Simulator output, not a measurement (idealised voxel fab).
process module | voxel fin reveal
cross-section cut | 205 nm wide | cells 5 nm
A cross-section is a grid of square cells, given in bands from the top down. A band is one or more rows of cells.
Each band's line starts with the height of the band's top and of its bottom, in nm. Then come its materials from left to right, each with its width in nm. One material with "throughout" fills the band from edge to edge. "air" is empty space.
Height 0 is the level under which the wafer as received is all one material. The lowest band goes on downwards, as in "0 down".
A width such as "30 to 40" changes by the same amount from each row of cells to the next, from the band's top row to its bottom row.
"no change" after a step means that no cell of the cross-section changed.
closed voids: empty space of 8 cells or more with no open way to the top, each as width x height at its distance from the left edge, in nm
after a step's settings: what the simulator itself notes on the step
overlay nm, on a step with a mask: how far to the right of its planned place the mask lay; to the left if negative
plan
1 op RECEIVE | material Si
2 op CONFORMAL_DEP | material SiN | thk nm 5
3 op DIRECTIONAL_DEP | material aC | thk nm 15
4 op PATTERN | tone cover | mask id FINS | material resist | width nm 15 | pitch nm 40 | thk nm 30 | overlay nm 0
5 op DIRECTIONAL_ETCH | etch materials aC | depth nm 15
6 op STRIP | etch materials resist
7 op DIRECTIONAL_ETCH | etch materials SiN | depth nm 5
8 op DIRECTIONAL_ETCH | etch materials Si | depth nm 40
9 op STRIP | etch materials aC
10 op OXIDIZE | depth nm 5
11 op FILL_DEP | material SiO2 | thk nm 15
12 op CMP | height nm 5
13 op SELECTIVE_ETCH | etch materials SiO2 | depth nm 30
14 op STRIP | etch materials SiN
15 op CONFORMAL_DEP | material HfO2 | thk nm 5
as received, after step 1
  0 down: Si throughout
  closed voids: none
first wafer at the end, as planned
  5 to 0: air 55 | HfO2 15 | air 25 | HfO2 15 | air 25 | HfO2 15 | air 55
  0 to -20: air 55 | HfO2 5 | Si 5 | HfO2 5 | air 25 | HfO2 5 | Si 5 | HfO2 5 | air 25 | HfO2 5 | Si 5 | HfO2 5 | air 55
  -20 to -25: HfO2 60 | Si 5 | HfO2 35 | Si 5 | HfO2 35 | Si 5 | HfO2 60
  -25 to -45: SiO2 60 | Si 5 | SiO2 35 | Si 5 | SiO2 35 | Si 5 | SiO2 60
  -45 down: Si throughout
  closed voids: none
second wafer at the end: like start, like plan, one mistake
  5 to 0: air 50 | HfO2 25 | air 15 | HfO2 25 | air 15 | HfO2 25 | air 50
  0 to -35: air 50 | HfO2 5 | SiO2 5 | Si 5 | SiO2 5 | HfO2 5 | air 15 | HfO2 5 | SiO2 5 | Si 5 | SiO2 5 | HfO2 5 | air 15 | HfO2 5 | SiO2 5 | Si 5 | SiO2 5 | HfO2 5 | air 50
  -35 to -40: HfO2 55 | SiO2 5 | Si 5 | SiO2 5 | HfO2 25 | SiO2 5 | Si 5 | SiO2 5 | HfO2 25 | SiO2 5 | Si 5 | SiO2 5 | HfO2 55
  -40 to -45: SiO2 60 | Si 5 | SiO2 35 | Si 5 | SiO2 35 | Si 5 | SiO2 60
  -45 down: Si throughout
  closed voids: none
what went wrong: step 11 ran as: op FILL_DEP | material SiN | thk nm 15
at the end the second wafer has, in cells: 18 more of HfO2 | 66 fewer of SiO2
